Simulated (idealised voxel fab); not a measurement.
process module | voxel self aligned contacts
cross-section cut | 215 nm wide | cells 5 nm
A cross-section is a grid of square cells, given in bands from the top down. A band is one or more rows of cells.
Each band's line starts with the height of the band's top and of its bottom, in nm. Then come its materials from left to right, each with its width in nm. One material with "throughout" fills the band from edge to edge. "air" is empty space.
Height 0 is the level under which the wafer as received is all one material. The lowest band goes on downwards, as in "0 down".
A width such as "30 to 40" changes by the same amount from each row of cells to the next, from the band's top row to its bottom row.
"no change" after a step means that no cell of the cross-section changed.
closed voids: empty space of 8 cells or more with no open way to the top, each as width x height at its distance from the left edge, in nm
after a step's settings: what the simulator itself notes on the step
overlay nm, on a step with a mask: how far to the right of its planned place the mask lay; to the left if negative
plan
1 op RECEIVE | material Si
2 op CONFORMAL_DEP | material SiO2 | thk nm 5
3 op DIRECTIONAL_DEP | material polySi | thk nm 20
4 op DIRECTIONAL_DEP | material SiN | thk nm 25
5 op MASKED_ETCH | tone cover | mask id GATE | width nm 25 | pitch nm 60 | etch materials SiN | depth nm 25 | overlay nm 0
6 op MASKED_ETCH | tone cover | mask id GATE | width nm 25 | pitch nm 60 | etch materials polySi | depth nm 20 | overlay nm 0
7 op CONFORMAL_DEP | material SiN | thk nm 10
8 op DIRECTIONAL_ETCH | etch materials SiN | depth nm 10
9 op FILL_DEP | material SiO2 | thk nm 10
10 op CMP | height nm 55
11 op DIRECTIONAL_DEP | material aC | thk nm 10
12 op PATTERN | tone open | mask id CONTACT | material resist | width nm 45 | thk nm 30 | overlay nm 0
13 op DIRECTIONAL_ETCH | etch materials aC | depth nm 10
14 op STRIP | etch materials resist
15 op DIRECTIONAL_ETCH | etch materials SiO2 | depth nm 55
16 op STRIP | etch materials aC
17 op CONFORMAL_DEP | material TiN | thk nm 5
18 op FILL_DEP | material Ru | thk nm 5
19 op CMP | height nm 55
20 op CONFORMAL_DEP | material SiCN | thk nm 5
as received, after step 1
  0 down: Si throughout
  closed voids: none
first wafer at the end, as planned
  60 to 55: SiCN throughout
  55 to 50: SiO2 85 | TiN 20 | Ru 5 | TiN 20 | SiO2 85
  50 to 25: SiO2 55 | SiN 45 | TiN 5 | Ru 5 | TiN 5 | SiN 45 | SiO2 55
  25 to 5: SiO2 55 | SiN 10 | polySi 25 | SiN 10 | TiN 5 | Ru 5 | TiN 5 | SiN 10 | polySi 25 | SiN 10 | SiO2 55
  5 to 0: SiO2 100 | TiN 15 | SiO2 100
  0 down: Si throughout
  closed voids: none
second wafer at the end: like start, like plan, one mistake
  60 to 55: SiCN throughout
  55 to 50: SiO2 85 | TiN 45 | SiO2 85
  50 to 25: SiN 75 | SiO2 5 | SiN 55 | SiO2 5 | SiN 75
  25 to 5: polySi throughout
  5 to 0: SiO2 throughout
  0 down: Si throughout
  closed voids: none
what went wrong: step 5 ran as: op MASKED_ETCH | tone open | mask id GATE | width nm 25 | pitch nm 60 | etch materials SiN | depth nm 25 | overlay nm 0
at the end the second wafer has, in cells: 10 fewer of Ru | 83 more of SiN | 185 fewer of SiO2 | 20 fewer of TiN | 132 more of polySi
